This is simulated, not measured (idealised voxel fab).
Process module under the name voxel transistor to metal
Square cell edge 5 nm, section width 155 nm, ID cut.
Think of the cross-section as a grid of square cells. We describe it in bands, top to bottom, and each band covers one or more rows of those cells.
Basically the band line says how high the top is and how high the bottom is, in nm, and then what's in it from left to right, every material with its width in nm. Empty space shows up as "empty", and if a single material carries "edge to edge" it runs the full band edge to edge.
Height reference: 0 = level under which incoming wafer is all one material. Lowest band: no bottom, runs on downward, e.g. "0 nm and below".
The notation "30->40" denotes a width that varies across the rows of cells in the band, beginning at the first number in the top row, finishing at the second number in the bottom row, and changing by an identical amount from each row to the next.
What does "no modifications" mean for a step? It means no cell of the cross-section changed in that step.
You'll see "Closed void table" listing empty spaces that have no way open to the top, as long as they're 8 cells or more; the notation is width x height at distance, where the distance is from the left edge, and all of it is in nm.
Note: text after step settings on the step line = simulator remark on that step.
The "overlay nm" setting may appear on a step's line; for a step that uses a mask, it gives how far to the right of its planned position the mask lay, and a negative value indicates the left.
**So here's the lineup of process steps we planned**
| 1 | RECEIVE with material Si |
| 2 | CONFORMAL_DEP with material SiO2, thk nm 5 |
| 3 | CONFORMAL_DEP with material SiN, thk nm 10 |
| 4 | PATTERN with tone cover, mask id ACTIVE, material resist, width nm 105, thk nm 15, overlay nm 0 |
| 5 | DIRECTIONAL_ETCH with etch materials SiN, depth nm 10 |
| 6 | DIRECTIONAL_ETCH with etch materials SiO2, depth nm 5 |
| 7 | DIRECTIONAL_ETCH with etch materials Si, depth nm 35 |
| 8 | STRIP with etch materials resist |
| 9 | OXIDIZE with depth nm 5 |
| 10 | FILL_DEP with material SiO2, thk nm 10 |
| 11 | CMP with height nm 15 |
| 12 | SELECTIVE_ETCH with etch materials SiO2, depth nm 10 |
| 13 | STRIP with etch materials SiN |
| 14 | SELECTIVE_ETCH with etch materials SiO2, depth nm 5 |
| 15 | OXIDIZE with depth nm 5 |
| 16 | DIRECTIONAL_DEP with material polySi, thk nm 20 |
| 17 | DIRECTIONAL_DEP with material SiCN, thk nm 10 |
| 18 | MASKED_ETCH with tone cover, mask id GATE, width nm 25, etch materials SiCN, depth nm 20, overlay nm 0 |
| 19 | MASKED_ETCH with tone cover, mask id GATE, width nm 25, etch materials polySi, depth nm 30, overlay nm 0 |
| 20 | CONFORMAL_DEP with material SiN, thk nm 10 |
| 21 | DIRECTIONAL_ETCH with etch materials SiN, depth nm 10 |
| 22 | DIRECTIONAL_ETCH with etch materials SiO2, depth nm 5 |
| 23 | EPI with material SiGe, thk nm 5 |
| 24 | FILL_DEP with material SiO2, thk nm 10 |
| 25 | CMP with height nm 30 |
| 26 | DIRECTIONAL_DEP with material SiO2, thk nm 10 |
| 27 | MASKED_ETCH with tone open, mask id CONTACT, width nm 25, pitch nm 60, etch materials SiO2, depth nm 40, overlay nm 0 |
| 28 | CONFORMAL_DEP with material TiN, thk nm 5 |
| 29 | FILL_DEP with material Ru, thk nm 5 |
| 30 | CMP with height nm 40 |
| 31 | CONFORMAL_DEP with material SiN, thk nm 5 |
| 32 | DIRECTIONAL_DEP with material SiO2, thk nm 20 |
| 33 | PATTERN with tone open, mask id METAL_1, material resist, width nm 15, pitch nm 70, thk nm 20, overlay nm 0 |
| 34 | DIRECTIONAL_ETCH with etch materials SiO2, depth nm 20 |
| 35 | DIRECTIONAL_ETCH with etch materials SiN, depth nm 5 |
| 36 | STRIP with etch materials resist |
| 37 | CONFORMAL_DEP with material TiN, thk nm 5 |
| 38 | FILL_DEP with material Cu, thk nm 5 |
| 39 | CMP with height nm 65 |
| 40 | EPI with material Ru, thk nm 5 |
| 41 | FILL_DEP with material SiCN, thk nm 5 |
| 42 | DIRECTIONAL_DEP with material lowk, thk nm 35 |
| 43 | DIRECTIONAL_DEP with material aC, thk nm 15 |
| 44 | PATTERN with tone open, mask id METAL_2, material resist, width nm 15, pitch nm 70, thk nm 30, overlay nm 0 |
| 45 | DIRECTIONAL_ETCH with etch materials aC, depth nm 15 |
| 46 | STRIP with etch materials resist |
| 47 | DIRECTIONAL_ETCH with etch materials lowk, depth nm 20 |
| 48 | STRIP with etch materials aC |
| 49 | PATTERN with tone open, mask id METAL_2_HOLES, material resist, width nm 15, pitch nm 70, thk nm 15, overlay nm 0 |
| 50 | DIRECTIONAL_ETCH with etch materials lowk, depth nm 15 |
| 51 | DIRECTIONAL_ETCH with etch materials SiCN, depth nm 5 |
| 52 | STRIP with etch materials resist |
| 53 | CONFORMAL_DEP with material TiN, thk nm 5 |
| 54 | FILL_DEP with material Ru, thk nm 5 |
| 55 | CMP with height nm 110 |
| 56 | CONFORMAL_DEP with material SiCN, thk nm 5 |
**Wafer as received: cross-section following step 1**
	0 nm and below = Si edge to edge
	Closed void table: none
**Post-module cross-section of the first of two wafers (run per plan)**
	115 nm to 110 nm = SiCN edge to edge
	110 nm to 75 nm = 35 lowk / 5 TiN / 5 Ru / 5 TiN / 55 lowk / 5 TiN / 5 Ru / 5 TiN / 35 lowk
	75 nm to 70 nm = 35 SiCN / 15 TiN / 55 SiCN / 15 TiN / 35 SiCN
	70 nm to 65 nm = 30 SiCN / 25 Ru / 45 SiCN / 25 Ru / 30 SiCN
	65 nm to 45 nm = 35 SiO2 / 5 TiN / 5 Cu / 5 TiN / 55 SiO2 / 5 TiN / 5 Cu / 5 TiN / 35 SiO2
	45 nm to 40 nm = 35 SiN / 15 TiN / 55 SiN / 15 TiN / 35 SiN
	40 nm to 30 nm = 35 SiO2 / 5 TiN / 15->10 Ru / 5->10 TiN / 35 SiO2 / 5->10 TiN / 15->10 Ru / 5 TiN / 35 SiO2
	30 nm to 20 nm = 35 SiO2 / 5 TiN / 10 Ru / 5 TiN / 10 SiN / 25 SiCN / 10 SiN / 5 TiN / 10 Ru / 5 TiN / 35 SiO2
	20 nm to 5 nm = 35 SiO2 / 5 TiN / 10 Ru / 5 TiN / 10 SiN / 25 polySi / 10 SiN / 5 TiN / 10 Ru / 5 TiN / 35 SiO2
	5 nm to 0 nm = 35 SiO2 / 20 TiN / 10 SiN / 25 polySi / 10 SiN / 20 TiN / 35 SiO2
	0 nm to -5 nm = 25 SiO2 / 30 SiGe / 45 SiO2 / 30 SiGe / 25 SiO2
	-5 nm to -40 nm = 30 SiO2 / 95 Si / 30 SiO2
	-40 nm and below = Si edge to edge
	Closed void table: none
**This is the second of the two wafers, cross-sectioned at the end of the module; it started exactly like the first and was given the same plan, but it was run with one mistake**
	115 nm to 110 nm = SiCN edge to edge
	110 nm to 75 nm = 35 lowk / 5 TiN / 5 Ru / 5 TiN / 55 lowk / 5 TiN / 5 Ru / 5 TiN / 35 lowk
	75 nm to 70 nm = 35 SiCN / 15 TiN / 55 SiCN / 15 TiN / 35 SiCN
	70 nm to 65 nm = 30 SiCN / 25 Ru / 45 SiCN / 25 Ru / 30 SiCN
	65 nm to 45 nm = 35 SiO2 / 5 TiN / 5 Cu / 5 TiN / 55 SiO2 / 5 TiN / 5 Cu / 5 TiN / 35 SiO2
	45 nm to 40 nm = 35 SiN / 15 TiN / 55 SiN / 15 TiN / 35 SiN
	40 nm to 30 nm = 35 SiO2 / 5 TiN / 15->10 Ru / 5->10 TiN / 35 SiO2 / 5->10 TiN / 15->10 Ru / 5 TiN / 35 SiO2
	30 nm to 20 nm = 35 SiO2 / 5 TiN / 10 Ru / 5 TiN / 10 SiN / 25 SiCN / 10 SiN / 5 TiN / 10 Ru / 5 TiN / 35 SiO2
	20 nm to 5 nm = 35 SiO2 / 5 TiN / 10 Ru / 5 TiN / 10 SiN / 25 polySi / 10 SiN / 5 TiN / 10 Ru / 5 TiN / 35 SiO2
	5 nm to 0 nm = 35 SiO2 / 20 TiN / 10 SiN / 25 polySi / 10 SiN / 20 TiN / 35 SiO2
	0 nm to -5 nm = 25 SiO2 / 30 SiGe / 45 SiO2 / 30 SiGe / 25 SiO2
	-5 nm to -45 nm = 30 SiO2 / 95 Si / 30 SiO2
	-45 nm and below = Si edge to edge
	Closed void table: none
Against the plan, the run slipped here: step 7 ran with different settings than intended, the actual operation and settings being DIRECTIONAL_ETCH with etch materials Si, depth nm 40
Final cells, second wafer relative to first, materials higher or lower: -12 Si, +12 SiO2
